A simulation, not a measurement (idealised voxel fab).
Documented hereafter: the process module known as voxel wiring stack.
The cross-section shown here is cut; it is 250 nm wide and divided into square cells measuring 5 nm on a side.
Cross-section layout: square cells on a grid; listed as bands, top to bottom; a band spans one or more cell rows. What a band's entry tells you: where the top is and where the bottom is, as heights in nm, and after that what lies inside, material by material from left to right, each with its width in nm. Empty space is written as the word "air", and a single material marked with the word "throughout" occupies the band from edge to edge. Heights are measured from 0, the level below which the as-received wafer is all one material; the lowest band has no bottom and continues downward, written as in "from 0 down". The width entry "30 to 40" should be interpreted row by row: the top row of cells in the band takes the first number, the bottom row takes the second number, and the change between adjacent rows is uniform throughout. Given "left unchanged" for a step, no cell of the cross-section differs between before and after that step. Closed-off voids of 8+ cells (no open route to the top) go in "Enclosed internal cavities", written width x height at distance from the left edge, in nm. Where a step's line continues beyond its settings, the continuation is a remark by the simulator itself on that step. The setting "overlay nm" may be written on the line of a step. When the step uses a mask, the value reports how far to the right of the planned place the mask lay, and a negative value reports that it lay to the left.

The process steps that were planned are listed below:
1,RECEIVE [material Si]
2,CONFORMAL_DEP [material SiO2] [thk nm 15]
3,CONFORMAL_DEP [material SiN] [thk nm 5]
4,DIRECTIONAL_DEP [material SiO2] [thk nm 15]
5,DIRECTIONAL_DEP [material aC] [thk nm 15]
6,PATTERN [tone open] [mask id METAL_1] [material resist] [width nm 30] [pitch nm 60] [thk nm 30] [overlay nm 0]
7,DIRECTIONAL_ETCH [etch materials aC] [depth nm 15]
8,STRIP [etch materials resist]
9,DIRECTIONAL_ETCH [etch materials SiO2] [depth nm 15]
10,DIRECTIONAL_ETCH [etch materials SiN] [depth nm 5]
11,STRIP [etch materials aC]
12,CONFORMAL_DEP [material TiN] [thk nm 5]
13,FILL_DEP [material Cu] [thk nm 10]
14,CMP [height nm 35]
15,EPI [material Ru] [thk nm 5]
16,FILL_DEP [material SiCN] [thk nm 5]
17,DIRECTIONAL_DEP [material SiO2] [thk nm 10]
18,DIRECTIONAL_DEP [material aC] [thk nm 15]
19,PATTERN [tone open] [mask id PLUG_1] [material resist] [width nm 15] [pitch nm 60] [thk nm 30] [overlay nm 0]
20,DIRECTIONAL_ETCH [etch materials aC] [depth nm 15]
21,STRIP [etch materials resist]
22,DIRECTIONAL_ETCH [etch materials SiO2] [depth nm 10]
23,DIRECTIONAL_ETCH [etch materials SiCN] [depth nm 5]
24,STRIP [etch materials aC]
25,EPI [material Ru] [thk nm 10]
26,EPI [material Ru] [thk nm 5]
27,CONFORMAL_DEP [material SiCN] [thk nm 5]
28,DIRECTIONAL_DEP [material lowk] [thk nm 20]
29,DIRECTIONAL_DEP [material aC] [thk nm 15]
30,PATTERN [tone open] [mask id METAL_2] [material resist] [width nm 30] [pitch nm 60] [thk nm 30] [overlay nm 0]
31,DIRECTIONAL_ETCH [etch materials aC] [depth nm 15]
32,STRIP [etch materials resist]
33,DIRECTIONAL_ETCH [etch materials lowk] [depth nm 20]
34,DIRECTIONAL_ETCH [etch materials SiCN] [depth nm 5]
35,STRIP [etch materials aC]
36,CONFORMAL_DEP [material TiN] [thk nm 5]
37,FILL_DEP [material W] [thk nm 10]
38,CMP [height nm 80]
39,CONFORMAL_DEP [material SiCN] [thk nm 5]
40,DIRECTIONAL_DEP [material SiO2] [thk nm 30]
41,DIRECTIONAL_DEP [material aC] [thk nm 15]
42,PATTERN [tone open] [mask id METAL_3_HOLES] [material resist] [width nm 15] [pitch nm 60] [thk nm 35] [overlay nm 0]
43,DIRECTIONAL_ETCH [etch materials aC] [depth nm 15]
44,STRIP [etch materials resist]
45,DIRECTIONAL_ETCH [etch materials SiO2] [depth nm 30]
46,STRIP [etch materials aC]
47,MASKED_ETCH [tone open] [mask id METAL_3] [width nm 30] [pitch nm 60] [etch materials SiO2] [depth nm 15] [overlay nm 0]
48,MASKED_ETCH [tone open] [mask id METAL_3] [width nm 30] [pitch nm 60] [etch materials SiCN] [depth nm 5] [overlay nm 0]
49,CONFORMAL_DEP [material TiN] [thk nm 5]
50,FILL_DEP [material Ru] [thk nm 10]
51,CMP [height nm 115]
52,CONFORMAL_DEP [material SiCN] [thk nm 5]
53,DIRECTIONAL_DEP [material lowk] [thk nm 25]
54,PATTERN [tone open] [mask id METAL_4_HOLES] [material resist] [width nm 15] [thk nm 15] [overlay nm 0]
55,DIRECTIONAL_ETCH [etch materials lowk] [depth nm 25]
56,STRIP [etch materials resist]
57,MASKED_ETCH [tone open] [mask id METAL_4] [width nm 30] [pitch nm 60] [etch materials lowk] [depth nm 15] [overlay nm 0]
58,MASKED_ETCH [tone open] [mask id METAL_4] [width nm 30] [pitch nm 60] [etch materials SiCN] [depth nm 5] [overlay nm 0]
59,CONFORMAL_DEP [material TiN] [thk nm 5]
60,FILL_DEP [material Cu] [thk nm 10]
61,CMP [height nm 145]
62,CONFORMAL_DEP [material SiCN] [thk nm 5]

First wafer of two (run as planned):

Step 1 complete: cross-section of the wafer as received:
	from 0 down | Si throughout
	Enclosed internal cavities: none

Presented here is a cross-section of the wafer after step 2 has been performed:
	from 15 to 0 | SiO2 throughout
	Rest of section, below 0: as before.

Presented here is a cross-section of the wafer after step 3 has been performed:
	from 20 to 15 | SiN throughout
	Rest of section, below 15: as before.

Presented here is a cross-section of the wafer after step 4 has been performed:
	from 35 to 20 | SiO2 throughout
	Rest of section, below 20: as before.

Presented here is a cross-section of the wafer after step 5 has been performed:
	from 50 to 35 | aC throughout
	Rest of section, below 35: as before.

Presented here is a cross-section of the wafer after step 6 has been performed:
	from 80 to 50 | resist: 80, then air: 30, then resist: 30, then air: 30, then resist: 80
	Rest of section, below 50: as before.

Presented here is a cross-section of the wafer after step 7 has been performed:
	from 65 to 50 | resist: 80, then air: 30, then resist: 30, then air: 30, then resist: 80
	from 50 to 35 | aC: 80, then air: 30, then aC: 30, then air: 30, then aC: 80
	Rest of section, below 35: as before.

Presented here is a cross-section of the wafer after step 8 has been performed:
	from 50 to 35 | aC: 80, then air: 30, then aC: 30, then air: 30, then aC: 80
	Rest of section, below 35: as before.

Presented here is a cross-section of the wafer after step 9 has been performed:
	from 50 to 35 | aC: 80, then air: 30, then aC: 30, then air: 30, then aC: 80
	from 35 to 20 | SiO2: 80, then air: 30, then SiO2: 30, then air: 30, then SiO2: 80
	Rest of section, below 20: as before.

Presented here is a cross-section of the wafer after step 10 has been performed:
	from 50 to 35 | aC: 80, then air: 30, then aC: 30, then air: 30, then aC: 80
	from 35 to 20 | SiO2: 80, then air: 30, then SiO2: 30, then air: 30, then SiO2: 80
	from 20 to 15 | SiN: 80, then air: 30, then SiN: 30, then air: 30, then SiN: 80
	Rest of section, below 15: as before.

Presented here is a cross-section of the wafer after step 11 has been performed:
	from 35 to 20 | SiO2: 80, then air: 30, then SiO2: 30, then air: 30, then SiO2: 80
	Rest of section, below 20: as before.

Presented here is a cross-section of the wafer after step 12 has been performed:
	from 40 to 35 | TiN: 85, then air: 20, then TiN: 40, then air: 20, then TiN: 85
	from 35 to 20 | SiO2: 80, then TiN: 5, then air: 20, then TiN: 5, then SiO2: 30, then TiN: 5, then air: 20, then TiN: 5, then SiO2: 80
	from 20 to 15 | SiN: 80, then TiN: 30, then SiN: 30, then TiN: 30, then SiN: 80
	Rest of section, below 15: as before.

Presented here is a cross-section of the wafer after step 13 has been performed:
	from 50 to 40 | Cu throughout
	from 40 to 35 | TiN: 85, then Cu: 20, then TiN: 40, then Cu: 20, then TiN: 85
	from 35 to 20 | SiO2: 80, then TiN: 5, then Cu: 20, then TiN: 5, then SiO2: 30, then TiN: 5, then Cu: 20, then TiN: 5, then SiO2: 80
	Rest of section, below 20: as before.

Presented here is a cross-section of the wafer after step 14 has been performed:
	from 35 to 20 | SiO2: 80, then TiN: 5, then Cu: 20, then TiN: 5, then SiO2: 30, then TiN: 5, then Cu: 20, then TiN: 5, then SiO2: 80
	Rest of section, below 20: as before.

Presented here is a cross-section of the wafer after step 15 has been performed:
	from 40 to 35 | air: 75, then Ru: 40, then air: 20, then Ru: 40, then air: 75
	Rest of section, below 35: as before.

Presented here is a cross-section of the wafer after step 16 has been performed:
	from 45 to 40 | SiCN throughout
	from 40 to 35 | SiCN: 75, then Ru: 40, then SiCN: 20, then Ru: 40, then SiCN: 75
	Rest of section, below 35: as before.

Presented here is a cross-section of the wafer after step 17 has been performed:
	from 55 to 45 | SiO2 throughout
	Rest of section, below 45: as before.

Presented here is a cross-section of the wafer after step 18 has been performed:
	from 70 to 55 | aC throughout
	Rest of section, below 55: as before.

Presented here is a cross-section of the wafer after step 19 has been performed:
	from 100 to 70 | resist: 80, then air: 15, then resist: 45, then air: 15, then resist: 95
	Rest of section, below 70: as before.

Presented here is a cross-section of the wafer after step 20 has been performed:
	from 85 to 70 | resist: 80, then air: 15, then resist: 45, then air: 15, then resist: 95
	from 70 to 55 | aC: 80, then air: 15, then aC: 45, then air: 15, then aC: 95
	Rest of section, below 55: as before.

Presented here is a cross-section of the wafer after step 21 has been performed:
	from 70 to 55 | aC: 80, then air: 15, then aC: 45, then air: 15, then aC: 95
	Rest of section, below 55: as before.

Presented here is a cross-section of the wafer after step 22 has been performed:
	from 70 to 55 | aC: 80, then air: 15, then aC: 45, then air: 15, then aC: 95
	from 55 to 45 | SiO2: 80, then air: 15, then SiO2: 45, then air: 15, then SiO2: 95
	Rest of section, below 45: as before.

Presented here is a cross-section of the wafer after step 23 has been performed:
	from 70 to 55 | aC: 80, then air: 15, then aC: 45, then air: 15, then aC: 95
	from 55 to 45 | SiO2: 80, then air: 15, then SiO2: 45, then air: 15, then SiO2: 95
	from 45 to 40 | SiCN: 80, then air: 15, then SiCN: 45, then air: 15, then SiCN: 95
	Rest of section, below 40: as before.

Presented here is a cross-section of the wafer after step 24 has been performed:
	from 55 to 45 | SiO2: 80, then air: 15, then SiO2: 45, then air: 15, then SiO2: 95
	Rest of section, below 45: as before.

Presented here is a cross-section of the wafer after step 25 has been performed:
	from 55 to 50 | SiO2: 80, then air: 15, then SiO2: 45, then air: 15, then SiO2: 95
	from 50 to 45 | SiO2: 80, then Ru: 15, then SiO2: 45, then Ru: 15, then SiO2: 95
	from 45 to 35 | SiCN: 80 to 75, then Ru: 15 to 40, then SiCN: 45 to 20, then Ru: 15 to 40, then SiCN: 95 to 75
	Rest of section, below 35: as before.

Presented here is a cross-section of the wafer after step 26 has been performed:
	from 55 to 45 | SiO2: 80, then Ru: 15, then SiO2: 45, then Ru: 15, then SiO2: 95
	Rest of section, below 45: as before.

Presented here is a cross-section of the wafer after step 27 has been performed:
	from 60 to 55 | SiCN throughout
	Rest of section, below 55: as before.

Presented here is a cross-section of the wafer after step 28 has been performed:
	from 80 to 60 | lowk throughout
	Rest of section, below 60: as before.

Presented here is a cross-section of the wafer after step 29 has been performed:
	from 95 to 80 | aC throughout
	Rest of section, below 80: as before.

Presented here is a cross-section of the wafer after step 30 has been performed:
	from 125 to 95 | resist: 80, then air: 30, then resist: 30, then air: 30, then resist: 80
	Rest of section, below 95: as before.

Presented here is a cross-section of the wafer after step 31 has been performed:
	from 110 to 95 | resist: 80, then air: 30, then resist: 30, then air: 30, then resist: 80
	from 95 to 80 | aC: 80, then air: 30, then aC: 30, then air: 30, then aC: 80
	Rest of section, below 80: as before.

Presented here is a cross-section of the wafer after step 32 has been performed:
	from 95 to 80 | aC: 80, then air: 30, then aC: 30, then air: 30, then aC: 80
	Rest of section, below 80: as before.

Presented here is a cross-section of the wafer after step 33 has been performed:
	from 95 to 80 | aC: 80, then air: 30, then aC: 30, then air: 30, then aC: 80
	from 80 to 60 | lowk: 80, then air: 30, then lowk: 30, then air: 30, then lowk: 80
	Rest of section, below 60: as before.

Presented here is a cross-section of the wafer after step 34 has been performed:
	from 95 to 80 | aC: 80, then air: 30, then aC: 30, then air: 30, then aC: 80
	from 80 to 60 | lowk: 80, then air: 30, then lowk: 30, then air: 30, then lowk: 80
	from 60 to 55 | SiCN: 80, then air: 30, then SiCN: 30, then air: 30, then SiCN: 80
	Rest of section, below 55: as before.

Presented here is a cross-section of the wafer after step 35 has been performed:
	from 80 to 60 | lowk: 80, then air: 30, then lowk: 30, then air: 30, then lowk: 80
	Rest of section, below 60: as before.

Presented here is a cross-section of the wafer after step 36 has been performed:
	from 85 to 80 | TiN: 85, then air: 20, then TiN: 40, then air: 20, then TiN: 85
	from 80 to 60 | lowk: 80, then TiN: 5, then air: 20, then TiN: 5, then lowk: 30, then TiN: 5, then air: 20, then TiN: 5, then lowk: 80
	from 60 to 55 | SiCN: 80, then TiN: 30, then SiCN: 30, then TiN: 30, then SiCN: 80
	Rest of section, below 55: as before.

Presented here is a cross-section of the wafer after step 37 has been performed:
	from 95 to 85 | W throughout
	from 85 to 80 | TiN: 85, then W: 20, then TiN: 40, then W: 20, then TiN: 85
	from 80 to 60 | lowk: 80, then TiN: 5, then W: 20, then TiN: 5, then lowk: 30, then TiN: 5, then W: 20, then TiN: 5, then lowk: 80
	Rest of section, below 60: as before.

Presented here is a cross-section of the wafer after step 38 has been performed:
	from 80 to 60 | lowk: 80, then TiN: 5, then W: 20, then TiN: 5, then lowk: 30, then TiN: 5, then W: 20, then TiN: 5, then lowk: 80
	Rest of section, below 60: as before.

Presented here is a cross-section of the wafer after step 39 has been performed:
	from 85 to 80 | SiCN throughout
	Rest of section, below 80: as before.

Presented here is a cross-section of the wafer after step 40 has been performed:
	from 115 to 85 | SiO2 throughout
	Rest of section, below 85: as before.

Presented here is a cross-section of the wafer after step 41 has been performed:
	from 130 to 115 | aC throughout
	Rest of section, below 115: as before.

Presented here is a cross-section of the wafer after step 42 has been performed:
	from 165 to 130 | resist: 80, then air: 15, then resist: 45, then air: 15, then resist: 95
	Rest of section, below 130: as before.

Presented here is a cross-section of the wafer after step 43 has been performed:
	from 150 to 130 | resist: 80, then air: 15, then resist: 45, then air: 15, then resist: 95
	from 130 to 115 | aC: 80, then air: 15, then aC: 45, then air: 15, then aC: 95
	Rest of section, below 115: as before.

Presented here is a cross-section of the wafer after step 44 has been performed:
	from 130 to 115 | aC: 80, then air: 15, then aC: 45, then air: 15, then aC: 95
	Rest of section, below 115: as before.

Presented here is a cross-section of the wafer after step 45 has been performed:
	from 130 to 115 | aC: 80, then air: 15, then aC: 45, then air: 15, then aC: 95
	from 115 to 85 | SiO2: 80, then air: 15, then SiO2: 45, then air: 15, then SiO2: 95
	Rest of section, below 85: as before.

Presented here is a cross-section of the wafer after step 46 has been performed:
	from 115 to 85 | SiO2: 80, then air: 15, then SiO2: 45, then air: 15, then SiO2: 95
	Rest of section, below 85: as before.

Presented here is a cross-section of the wafer after step 47 has been performed:
	from 115 to 100 | SiO2: 80, then air: 30, then SiO2: 30, then air: 30, then SiO2: 80
	Rest of section, below 100: as before.

Presented here is a cross-section of the wafer after step 48 has been performed:
	from 115 to 100 | SiO2: 80, then air: 30, then SiO2: 30, then air: 30, then SiO2: 80
	from 100 to 85 | SiO2: 80, then air: 15, then SiO2: 45, then air: 15, then SiO2: 95
	from 85 to 80 | SiCN: 80, then air: 15, then SiCN: 45, then air: 15, then SiCN: 95
	Rest of section, below 80: as before.

Presented here is a cross-section of the wafer after step 49 has been performed:
	from 120 to 115 | TiN: 85, then air: 20, then TiN: 40, then air: 20, then TiN: 85
	from 115 to 105 | SiO2: 80, then TiN: 5, then air: 20, then TiN: 5, then SiO2: 30, then TiN: 5, then air: 20, then TiN: 5, then SiO2: 80
	from 105 to 100 | SiO2: 80, then TiN: 5, then air: 5, then TiN: 20, then SiO2: 30, then TiN: 5, then air: 5, then TiN: 20, then SiO2: 80
	from 100 to 85 | SiO2: 80, then TiN: 5, then air: 5, then TiN: 5, then SiO2: 45, then TiN: 5, then air: 5, then TiN: 5, then SiO2: 95
	from 85 to 80 | SiCN: 80, then TiN: 15, then SiCN: 45, then TiN: 15, then SiCN: 95
	Rest of section, below 80: as before.

Presented here is a cross-section of the wafer after step 50 has been performed:
	from 130 to 120 | Ru throughout
	from 120 to 115 | TiN: 85, then Ru: 20, then TiN: 40, then Ru: 20, then TiN: 85
	from 115 to 105 | SiO2: 80, then TiN: 5, then Ru: 20, then TiN: 5, then SiO2: 30, then TiN: 5, then Ru: 20, then TiN: 5, then SiO2: 80
	from 105 to 100 | SiO2: 80, then TiN: 5, then Ru: 5, then TiN: 20, then SiO2: 30, then TiN: 5, then Ru: 5, then TiN: 20, then SiO2: 80
	from 100 to 85 | SiO2: 80, then TiN: 5, then Ru: 5, then TiN: 5, then SiO2: 45, then TiN: 5, then Ru: 5, then TiN: 5, then SiO2: 95
	Rest of section, below 85: as before.

Presented here is a cross-section of the wafer after step 51 has been performed:
	from 115 to 105 | SiO2: 80, then TiN: 5, then Ru: 20, then TiN: 5, then SiO2: 30, then TiN: 5, then Ru: 20, then TiN: 5, then SiO2: 80
	Rest of section, below 105: as before.

Presented here is a cross-section of the wafer after step 52 has been performed:
	from 120 to 115 | SiCN throughout
	Rest of section, below 115: as before.

Presented here is a cross-section of the wafer after step 53 has been performed:
	from 145 to 120 | lowk throughout
	Rest of section, below 120: as before.

Presented here is a cross-section of the wafer after step 54 has been performed:
	from 160 to 145 | resist: 80, then air: 15, then resist: 155
	Rest of section, below 145: as before.

Presented here is a cross-section of the wafer after step 55 has been performed:
	from 160 to 145 | resist: 80, then air: 15, then resist: 155
	from 145 to 120 | lowk: 80, then air: 15, then lowk: 155
	Rest of section, below 120: as before.

Presented here is a cross-section of the wafer after step 56 has been performed:
	from 145 to 120 | lowk: 80, then air: 15, then lowk: 155
	Rest of section, below 120: as before.

Presented here is a cross-section of the wafer after step 57 has been performed:
	from 145 to 130 | lowk: 80, then air: 30, then lowk: 30, then air: 30, then lowk: 80
	Rest of section, below 130: as before.

Presented here is a cross-section of the wafer after step 58 has been performed:
	from 145 to 130 | lowk: 80, then air: 30, then lowk: 30, then air: 30, then lowk: 80
	from 130 to 120 | lowk: 80, then air: 15, then lowk: 155
	from 120 to 115 | SiCN: 80, then air: 15, then SiCN: 155
	Rest of section, below 115: as before.

Presented here is a cross-section of the wafer after step 59 has been performed:
	from 150 to 145 | TiN: 85, then air: 20, then TiN: 40, then air: 20, then TiN: 85
	from 145 to 135 | lowk: 80, then TiN: 5, then air: 20, then TiN: 5, then lowk: 30, then TiN: 5, then air: 20, then TiN: 5, then lowk: 80
	from 135 to 130 | lowk: 80, then TiN: 5, then air: 5, then TiN: 20, then lowk: 30, then TiN: 30, then lowk: 80
	from 130 to 120 | lowk: 80, then TiN: 5, then air: 5, then TiN: 5, then lowk: 155
	from 120 to 115 | SiCN: 80, then TiN: 15, then SiCN: 155
	Rest of section, below 115: as before.

Presented here is a cross-section of the wafer after step 60 has been performed:
	from 160 to 150 | Cu throughout
	from 150 to 145 | TiN: 85, then Cu: 20, then TiN: 40, then Cu: 20, then TiN: 85
	from 145 to 135 | lowk: 80, then TiN: 5, then Cu: 20, then TiN: 5, then lowk: 30, then TiN: 5, then Cu: 20, then TiN: 5, then lowk: 80
	from 135 to 130 | lowk: 80, then TiN: 5, then Cu: 5, then TiN: 20, then lowk: 30, then TiN: 30, then lowk: 80
	from 130 to 120 | lowk: 80, then TiN: 5, then Cu: 5, then TiN: 5, then lowk: 155
	Rest of section, below 120: as before.

Presented here is a cross-section of the wafer after step 61 has been performed:
	from 145 to 135 | lowk: 80, then TiN: 5, then Cu: 20, then TiN: 5, then lowk: 30, then TiN: 5, then Cu: 20, then TiN: 5, then lowk: 80
	Rest of section, below 135: as before.

Presented here is a cross-section of the wafer after step 62 has been performed:
	from 150 to 145 | SiCN throughout
	Rest of section, below 145: as before.

Regarding the second of the two wafers: it shared the first wafer's starting condition and process plan, yet one error occurred during its execution. Its history coincides with that of the first wafer up to and including step 56:

The second wafer cut through, at the time step 57 was supposed to be finished:
	from 145 to 130 | lowk: 80, then air: 25, then lowk: 40, then air: 20, then lowk: 85
	Rest of section, below 130: as before.

The second wafer cut through, at the time step 58 was supposed to be finished:
	from 145 to 130 | lowk: 80, then air: 25, then lowk: 40, then air: 20, then lowk: 85
	from 130 to 120 | lowk: 80, then air: 15, then lowk: 155
	from 120 to 115 | SiCN: 80, then air: 15, then SiCN: 155
	Rest of section, below 115: as before.

The second wafer cut through, at the time step 59 was supposed to be finished:
	from 150 to 145 | TiN: 85, then air: 15, then TiN: 50, then air: 10, then TiN: 90
	from 145 to 135 | lowk: 80, then TiN: 5, then air: 15, then TiN: 5, then lowk: 40, then TiN: 5, then air: 10, then TiN: 5, then lowk: 85
	from 135 to 130 | lowk: 80, then TiN: 5, then air: 5, then TiN: 15, then lowk: 40, then TiN: 20, then lowk: 85
	from 130 to 120 | lowk: 80, then TiN: 5, then air: 5, then TiN: 5, then lowk: 155
	from 120 to 115 | SiCN: 80, then TiN: 15, then SiCN: 155
	Rest of section, below 115: as before.

The second wafer cut through, at the time step 60 was supposed to be finished:
	from 160 to 150 | Cu throughout
	from 150 to 145 | TiN: 85, then Cu: 15, then TiN: 50, then Cu: 10, then TiN: 90
	from 145 to 135 | lowk: 80, then TiN: 5, then Cu: 15, then TiN: 5, then lowk: 40, then TiN: 5, then Cu: 10, then TiN: 5, then lowk: 85
	from 135 to 130 | lowk: 80, then TiN: 5, then Cu: 5, then TiN: 15, then lowk: 40, then TiN: 20, then lowk: 85
	from 130 to 120 | lowk: 80, then TiN: 5, then Cu: 5, then TiN: 5, then lowk: 155
	Rest of section, below 120: as before.

The second wafer cut through, at the time step 61 was supposed to be finished:
	from 145 to 135 | lowk: 80, then TiN: 5, then Cu: 15, then TiN: 5, then lowk: 40, then TiN: 5, then Cu: 10, then TiN: 5, then lowk: 85
	Rest of section, below 135: as before.

The second wafer cut through, at the time step 62 was supposed to be finished:
	from 150 to 145 | SiCN throughout
	Rest of section, below 145: as before.
What went wrong in running the wafer? step 57 deviated from plan and actually ran as MASKED_ETCH [tone open] [mask id METAL_4] [width nm 20] [pitch nm 60] [etch materials lowk] [depth nm 15] [overlay nm 0]
FYI, end of process, the second wafer has more or fewer cells of some materials than the first: 6 fewer of Cu, 3 fewer of TiN, 9 more of lowk
